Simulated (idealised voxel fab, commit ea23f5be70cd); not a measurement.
Name of the process module below: voxel local oxidation
290 nm wide, 5 nm square cells: that's cross-section cut.
Throughout this document, each cross-section is represented as a grid of square cells and is presented as a sequence of bands enumerated from the top downward, where a band comprises one or more rows of cells.
Within each band entry, the heights of the top and of the bottom of the band appear first, in that order and in nm; the materials of the band then follow from left to right, each with its corresponding width in nm. The designation "all across" on a single material indicates that it fills the band from edge to edge; the designation "air" indicates empty space.
It should be noted that heights are counted from 0, beneath which the wafer as supplied is of one material throughout, and that the lowest band possesses no lower boundary but continues downward, as written in "0 down".
A width given as "30 to 40" starts at the first number in the band's top row and ends at the second number in its bottom row, shifting by an equal amount at every step from row to row.
When a step is marked "nothing altered", none of the cells in the cross-section changed during that step.
Under "Enclosed cavity list" you'll find the enclosed gaps, the ones with no way out to the top, that are 8 cells or bigger; each reads width x height at distance, with distance counted from the left edge, everything in nm.
after a step's settings: what the simulator itself notes on the step
overlay nm: mask offset rightward from planned place, masked step; negative means leftward offset.

# Steps planned for the process
| 1 | RECEIVE, material Si |
| 2 | CONFORMAL_DEP, material SiO2, thk nm 5 |
| 3 | CONFORMAL_DEP, material SiN, thk nm 15 |
| 4 | MASKED_ETCH, tone cover, mask id ACTIVE, width nm 90, pitch nm 130, etch materials SiN, depth nm 15, overlay nm 0 |
| 5 | SELECTIVE_ETCH, etch materials SiO2, depth nm 5 |
| 6 | OXIDIZE, depth nm 15 |
| 7 | STRIP, etch materials SiN |

# Wafer, first of two, run as planned

# Wafer at receipt (post step 1), cross-section
- 0 down  Si all across
- Enclosed cavity list: none

# The wafer, seen in cross-section, after step 2
- 5 to 0  SiO2 all across
- Unchanged below 0.

# The wafer, seen in cross-section, after step 3
- 20 to 5  SiN all across
- Unchanged below 5.

# The wafer, seen in cross-section, after step 4
- 20 to 5  air (35) | SiN (90) | air (40) | SiN (90) | air (35)
- Unchanged below 5.

# The wafer, seen in cross-section, after step 5
- 20 to 5  air (35) | SiN (90) | air (40) | SiN (90) | air (35)
- 5 to 0  air (40) | SiO2 (80) | air (50) | SiO2 (80) | air (40)
- Unchanged below 0.

# The wafer, seen in cross-section, after step 6
- 20 to 5  air (35) | SiN (90) | air (40) | SiN (90) | air (35)
- 5 to 0  air (40) | SiO2 (80) | air (50) | SiO2 (80) | air (40)
- 0 to -15  SiO2 (55) | Si (50) | SiO2 (80) | Si (50) | SiO2 (55)
- Unchanged below -15.

# The wafer, seen in cross-section, after step 7
- 5 to 0  air (40) | SiO2 (80) | air (50) | SiO2 (80) | air (40)
- Unchanged below 0.

# Second Wafer (Identical Start and Plan, One Processing Error; Matches First Wafer Through Step 5)

# Look at the second wafer in cross-section at the time step 6 ought to have finished
- 5 to 0  air (40) | SiO2 (80) | air (50) | SiO2 (80) | air (40)
- Unchanged below 0.

# Look at the second wafer in cross-section at the time step 7 ought to have finished
- 5 to 0  air (40) | SiO2 (80) | air (50) | SiO2 (80) | air (40)
- 0 to -15  SiO2 (55) | Si (50) | SiO2 (80) | Si (50) | SiO2 (55)
- Unchanged below -15.
The plan and the run diverged here: plan steps 6 and 7 run swapped
Given identical final cross-sections on the two wafers, the mistake has no effect on any quantity computed by this model.
